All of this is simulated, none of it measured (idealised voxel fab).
Process module, titled voxel self aligned contacts
The figure presents cross-section cut, which has a width of 225 nm and is divided into square cells with an edge length of 5 nm.
How to read a cross-section here: the picture is a grid of square cells, written as bands going from the top down, and any band can span one or more rows of cells. Band: top and bottom heights (nm) first, top before bottom; then materials from left to right, widths in nm. "everywhere" marks a sole material filling the band edge to edge. "blank" denotes empty space. Counting heights begins at 0, where everything beneath is, in the wafer as received, one material. The lowest band has no bottom; it goes on downwards, as "0 -> down" shows. The two numbers in a width such as "30..40" mark its ends across the band: the first belongs to the top row of cells, the second to the bottom row, and from each row to the next the width moves by the same amount. "no modifications" -> step changed no cross-section cell. "Cavities, closed" means: voids of 8 cells or more that are shut off from the top with no open way through. Written width x height at distance, distance from the left edge, in nm. Where a step's line continues beyond its settings, the continuation is a remark by the simulator itself on that step. "overlay nm" on a masked step: distance the mask lay right of its planned place, negative for left.

## So here's the lineup of process steps we planned
1: RECEIVE,material Si
2: CONFORMAL_DEP,material SiO2,thk nm 5
3: DIRECTIONAL_DEP,material polySi,thk nm 30
4: DIRECTIONAL_DEP,material SiN,thk nm 15
5: DIRECTIONAL_DEP,material aC,thk nm 15
6: PATTERN,tone cover,mask id GATE,material resist,width nm 30,pitch nm 65,thk nm 35,overlay nm 0
7: DIRECTIONAL_ETCH,etch materials aC,depth nm 15
8: STRIP,etch materials resist
9: DIRECTIONAL_ETCH,etch materials SiN,depth nm 15
10: DIRECTIONAL_ETCH,etch materials polySi,depth nm 30
11: STRIP,etch materials aC
12: CONFORMAL_DEP,material SiN,thk nm 5
13: DIRECTIONAL_ETCH,etch materials SiN,depth nm 5
14: FILL_DEP,material SiO2,thk nm 15
15: CMP,height nm 55
16: MASKED_ETCH,tone open,mask id CONTACT,width nm 45,etch materials SiO2,depth nm 55,overlay nm 0
17: CONFORMAL_DEP,material TiN,thk nm 5
18: FILL_DEP,material W,thk nm 5
19: CMP,height nm 55
20: CONFORMAL_DEP,material SiN,thk nm 5

## Cross-section of the wafer upon arrival, representing the state reached after step 1
> 0 -> down  Si everywhere
> Cavities, closed: none

## First of two wafers: cross-section at end of module, run per plan
> 60 -> 55  SiN everywhere
> 55 -> 50  SiO2 (90), TiN (15), W (15), TiN (15), SiO2 (90)
> 50 -> 35  SiO2 (60), SiN (40), TiN (5), W (15), TiN (5), SiN (40), SiO2 (60)
> 35 -> 5  SiO2 (60), SiN (5), polySi (30), SiN (5), TiN (5), W (15), TiN (5), SiN (5), polySi (30), SiN (5), SiO2 (60)
> 5 -> 0  SiO2 (100), TiN (25), SiO2 (100)
> 0 -> down  Si everywhere
> Cavities, closed: none

## End-of-module cross-section of the second wafer: identical starting point and process plan to the first, with one processing mistake
> 60 -> 55  SiN everywhere
> 55 -> 50  SiO2 (90), TiN (15), W (15), TiN (15), SiO2 (90)
> 50 -> 35  SiO2 (60), SiN (40), TiN (5), W (15), TiN (5), SiN (40), SiO2 (60)
> 35 -> 15  SiO2 (60), SiN (5), polySi (30), SiN (5), TiN (5), W (15), TiN (5), SiN (5), polySi (30), SiN (5), SiO2 (60)
> 15 -> 10  SiO2 (60), SiN (5), polySi (30), SiN (5), TiN (25), SiN (5), polySi (30), SiN (5), SiO2 (60)
> 10 -> 5  SiN (65), polySi (30), SiN (35), polySi (30), SiN (65)
> 5 -> 0  SiO2 everywhere
> 0 -> down  Si everywhere
> Cavities, closed: none
Processing error: transposition of steps 12 and 13 relative to the planned sequence
At the finish, the second wafer shows more or fewer cells for some materials than the first does: +29 SiN | -19 SiO2 | -4 TiN | -6 W
